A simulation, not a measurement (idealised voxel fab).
Module name: voxel ribs on slabs (process module)
The figure presents cross-section cut, which has a width of 195 nm and is divided into square cells with an edge length of 5 nm.
Bands, listed from the top down, are how a cross-section gets written in this document; the cross-section itself is a grid of square cells, and a band is one or more rows of them. Band entry format. Leading values: height of top, height of bottom, nm. Remainder: materials in left-to-right order, each with its width in nm. Special words: "throughout" on a single material, which then fills the band edge to edge; "empty", empty space. Below 0: as-received wafer, all one material; heights counted from there. Lowest band: no bottom, goes on down, written "0 and below". A two-number width, for instance "30->40", indicates that the width is equal to the first number in the top row of the band and to the second number in the bottom row, and that it changes by a constant amount per row of cells. A step reported as "left unchanged" is a step in which no cell of the cross-section changed. Sealed void list: empty space of 8 cells or more with no open way to the top, each as width x height at its distance from the left edge, in nm. Where a step's line continues beyond its settings, the continuation is a remark by the simulator itself on that step. overlay nm: mask offset rightward from planned place, masked step; negative means leftward offset.

THE PLANNED PROCESS STEPS ARE ENUMERATED HEREUNDER
1) RECEIVE with material Si
2) DIRECTIONAL_DEP with material SiO2, thk nm 30
3) DIRECTIONAL_DEP with material SiN, thk nm 25
4) PATTERN with tone cover, mask id RIB, material resist, width nm 30, thk nm 15, overlay nm 0
5) DIRECTIONAL_ETCH with etch materials SiN, depth nm 15
6) STRIP with etch materials resist
7) DIRECTIONAL_DEP with material aC, thk nm 10
8) PATTERN with tone cover, mask id SLAB, material resist, width nm 70, thk nm 25, overlay nm 0
9) DIRECTIONAL_ETCH with etch materials aC, depth nm 10
10) STRIP with etch materials resist
11) DIRECTIONAL_ETCH with etch materials SiN, depth nm 10
12) STRIP with etch materials aC
13) FILL_DEP with material SiO2, thk nm 25
14) CMP with height nm 70
15) DIRECTIONAL_DEP with material W, thk nm 10
16) DIRECTIONAL_DEP with material aC, thk nm 15
17) PATTERN with tone cover, mask id HEATER, material resist, width nm 40, thk nm 35, overlay nm 0
18) DIRECTIONAL_ETCH with etch materials aC, depth nm 15
19) STRIP with etch materials resist
20) DIRECTIONAL_ETCH with etch materials W, depth nm 10
21) STRIP with etch materials aC
22) CONFORMAL_DEP with material SiO2, thk nm 10

SHOWN IN CROSS-SECTION IS THE WAFER AS RECEIVED, THAT IS, AS IT STANDS AFTER STEP 1
- 0 and below  Si throughout
- Sealed void list: none

THIS IS HOW THE WAFER LOOKS IN CROSS-SECTION ONCE THE MODULE IS DONE, GIVEN THE STARTING STATE AND PLAN ABOVE AND ONE MISTAKE IN CARRYING THE PLAN OUT
- 90 down to 80  empty 65; SiO2 60; empty 70
- 80 down to 70  SiO2 75; W 40; SiO2 80
- 70 down to 55  SiO2 throughout
- 55 down to 45  SiO2 80; SiN 30; SiO2 85
- 45 down to 35  SiO2 60; SiN 70; SiO2 65
- 35 down to 30  SiN throughout
- 30 down to 0  SiO2 throughout
- 0 and below  Si throughout
- Sealed void list: none
Processing error: for step 5, the planned setting was not used; the step was instead run as DIRECTIONAL_ETCH with etch materials SiN, depth nm 10
